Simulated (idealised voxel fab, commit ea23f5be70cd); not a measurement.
Proc. module: voxel capacitor over wiring
The figure presents cross-section cut, which has a width of 170 nm and is divided into square cells with an edge length of 5 nm.
The cross-sections in this document take the form of a grid made of square cells. They are written out as bands, in order from top to bottom. Each band consists of one or more rows of cells. Each band's line starts with the height of the band's top and of its bottom, in nm. Then come its materials from left to right, each with its width in nm. One material with "full width" fills the band from edge to edge. "empty" is empty space. All heights in this document are referenced to 0, defined as the level beneath which the wafer, as received, consists entirely of one material. The lowest band is not bounded below; it extends indefinitely downward and is written in the form "from 0 down". The two numbers in a width such as "30..40" mark its ends across the band: the first belongs to the top row of cells, the second to the bottom row, and from each row to the next the width moves by the same amount. "all unchanged" after a step means that no cell of the cross-section changed. If an empty space has no open way to the top and is at least 8 cells in size, "Trapped void list" lists it, written width x height at distance, where distance is measured from the left edge and every value is in nm. after a step's settings: what the simulator itself notes on the step. overlay nm: for a step with a mask, the amount by which the mask lay right of where it was planned; a negative amount means left of it.

[Steps planned for the process]
step 1: RECEIVE (material Si)
step 2: CONFORMAL_DEP (material SiO2; thk nm 10)
step 3: CONFORMAL_DEP (material SiCN; thk nm 5)
step 4: DIRECTIONAL_DEP (material SiO2; thk nm 25)
step 5: DIRECTIONAL_DEP (material aC; thk nm 15)
step 6: PATTERN (tone open; mask id METAL_1; material resist; width nm 30; pitch nm 85; thk nm 35; overlay nm 0)
step 7: DIRECTIONAL_ETCH (etch materials aC; depth nm 15)
step 8: STRIP (etch materials resist)
step 9: DIRECTIONAL_ETCH (etch materials SiO2; depth nm 25)
step 10: DIRECTIONAL_ETCH (etch materials SiCN; depth nm 5)
step 11: STRIP (etch materials aC)
step 12: CONFORMAL_DEP (material TiN; thk nm 5)
step 13: FILL_DEP (material Ru; thk nm 10)
step 14: CMP (height nm 40)
step 15: CONFORMAL_DEP (material SiCN; thk nm 5)
step 16: DIRECTIONAL_DEP (material lowk; thk nm 15)
step 17: PATTERN (tone open; mask id PLUG_1; material resist; width nm 15; thk nm 20; overlay nm 0)
step 18: DIRECTIONAL_ETCH (etch materials lowk; depth nm 15)
step 19: DIRECTIONAL_ETCH (etch materials SiCN; depth nm 5)
step 20: STRIP (etch materials resist)
step 21: CONFORMAL_DEP (material TiN; thk nm 5)
step 22: FILL_DEP (material Cu; thk nm 5)
step 23: CMP (height nm 60)
step 24: DIRECTIONAL_DEP (material TiN; thk nm 5)
step 25: DIRECTIONAL_DEP (material Al2O3; thk nm 5)
step 26: DIRECTIONAL_DEP (material TiN; thk nm 10)
step 27: PATTERN (tone cover; mask id UPPER_PLATE; material resist; width nm 60; thk nm 20; overlay nm 0)
step 28: DIRECTIONAL_ETCH (etch materials TiN; depth nm 10)
step 29: DIRECTIONAL_ETCH (etch materials Al2O3; depth nm 5)
step 30: STRIP (etch materials resist)
step 31: DIRECTIONAL_DEP (material aC; thk nm 5)
step 32: PATTERN (tone cover; mask id LOWER_PLATE; material resist; width nm 70; thk nm 25; overlay nm 0)
step 33: DIRECTIONAL_ETCH (etch materials aC; depth nm 10)
step 34: STRIP (etch materials resist)
step 35: DIRECTIONAL_ETCH (etch materials TiN; depth nm 5)
step 36: STRIP (etch materials aC)
step 37: FILL_DEP (material SiO2; thk nm 20)
step 38: CMP (height nm 95)
step 39: DIRECTIONAL_DEP (material aC; thk nm 15)
step 40: PATTERN (tone open; mask id PLUG_2; material resist; width nm 15; thk nm 35; overlay nm 0)
step 41: DIRECTIONAL_ETCH (etch materials aC; depth nm 15)
step 42: STRIP (etch materials resist)
step 43: DIRECTIONAL_ETCH (etch materials SiO2; depth nm 15)
step 44: STRIP (etch materials aC)
step 45: CONFORMAL_DEP (material TiN; thk nm 5)
step 46: FILL_DEP (material Cu; thk nm 5)
step 47: CMP (height nm 95)
step 48: CONFORMAL_DEP (material SiN; thk nm 5)
Quick note for whoever runs this: the wafers start identical, but the thk nm at step 31 isn't the same across them. The plan just shows what the first wafer had.

[Cross-section of the first of several received wafers, showing its state after step 1]
    from 0 down: Si full width
    Trapped void list: none

[End of the module, past its last step, step 48: how the first of several wafers looks in cross-section]
    from 100 to 95: SiN full width
    from 95 to 85: SiO2 50 nm | TiN 5 nm | Cu 5 nm | TiN 5 nm | SiO2 105 nm
    from 85 to 80: SiO2 50 nm | TiN 15 nm | SiO2 105 nm
    from 80 to 70: SiO2 40 nm | TiN 60 nm | SiO2 70 nm
    from 70 to 65: SiO2 40 nm | Al2O3 60 nm | SiO2 70 nm
    from 65 to 60: SiO2 35 nm | TiN 70 nm | SiO2 65 nm
    from 60 to 45: lowk 40 nm | TiN 5 nm | Cu 5 nm | TiN 5 nm | lowk 115 nm
    from 45 to 40: SiCN 40 nm | TiN 15 nm | SiCN 115 nm
    from 40 to 15: SiO2 25 nm | TiN 5 nm | Ru 20 nm | TiN 5 nm | SiO2 55 nm | TiN 5 nm | Ru 20 nm | TiN 5 nm | SiO2 30 nm
    from 15 to 10: SiCN 25 nm | TiN 30 nm | SiCN 55 nm | TiN 30 nm | SiCN 30 nm
    from 10 to 0: SiO2 full width
    from 0 down: Si full width
    Trapped void list: none

[Of the several wafers, the last: cross-section at the end of the module]
    from 100 to 95: SiN full width
    from 95 to 85: SiO2 50 nm | TiN 5 nm | Cu 5 nm | TiN 5 nm | SiO2 105 nm
    from 85 to 80: SiO2 50 nm | TiN 15 nm | SiO2 105 nm
    from 80 to 70: SiO2 40 nm | TiN 60 nm | SiO2 70 nm
    from 70 to 65: SiO2 40 nm | Al2O3 60 nm | SiO2 70 nm
    from 65 to 60: TiN full width
    from 60 to 45: lowk 40 nm | TiN 5 nm | Cu 5 nm | TiN 5 nm | lowk 115 nm
    from 45 to 40: SiCN 40 nm | TiN 15 nm | SiCN 115 nm
    from 40 to 15: SiO2 25 nm | TiN 5 nm | Ru 20 nm | TiN 5 nm | SiO2 55 nm | TiN 5 nm | Ru 20 nm | TiN 5 nm | SiO2 30 nm
    from 15 to 10: SiCN 25 nm | TiN 30 nm | SiCN 55 nm | TiN 30 nm | SiCN 30 nm
    from 10 to 0: SiO2 full width
    from 0 down: Si full width
    Trapped void list: none

[Note: the following table is arranged by wafer, a row apiece. Each row reports the end-of-module state: per material, cells gained (+) or cells lost (-) compared with the wafer as received; closed voids follow]
thk nm 5, +12 Al2O3, +5 Cu, +40 Ru, +53 SiCN, +34 SiN, +357 SiO2, +86 TiN, +93 lowk, Trapped void list: none
thk nm 10, +12 Al2O3, +5 Cu, +40 Ru, +53 SiCN, +34 SiN, +357 SiO2, +86 TiN, +93 lowk, Trapped void list: none
thk nm 15, +12 Al2O3, +5 Cu, +40 Ru, +53 SiCN, +34 SiN, +337 SiO2, +106 TiN, +93 lowk, Trapped void list: none
thk nm 20, +12 Al2O3, +5 Cu, +40 Ru, +53 SiCN, +34 SiN, +337 SiO2, +106 TiN, +93 lowk, Trapped void list: none
thk nm 25, +12 Al2O3, +5 Cu, +40 Ru, +53 SiCN, +34 SiN, +337 SiO2, +106 TiN, +93 lowk, Trapped void list: none
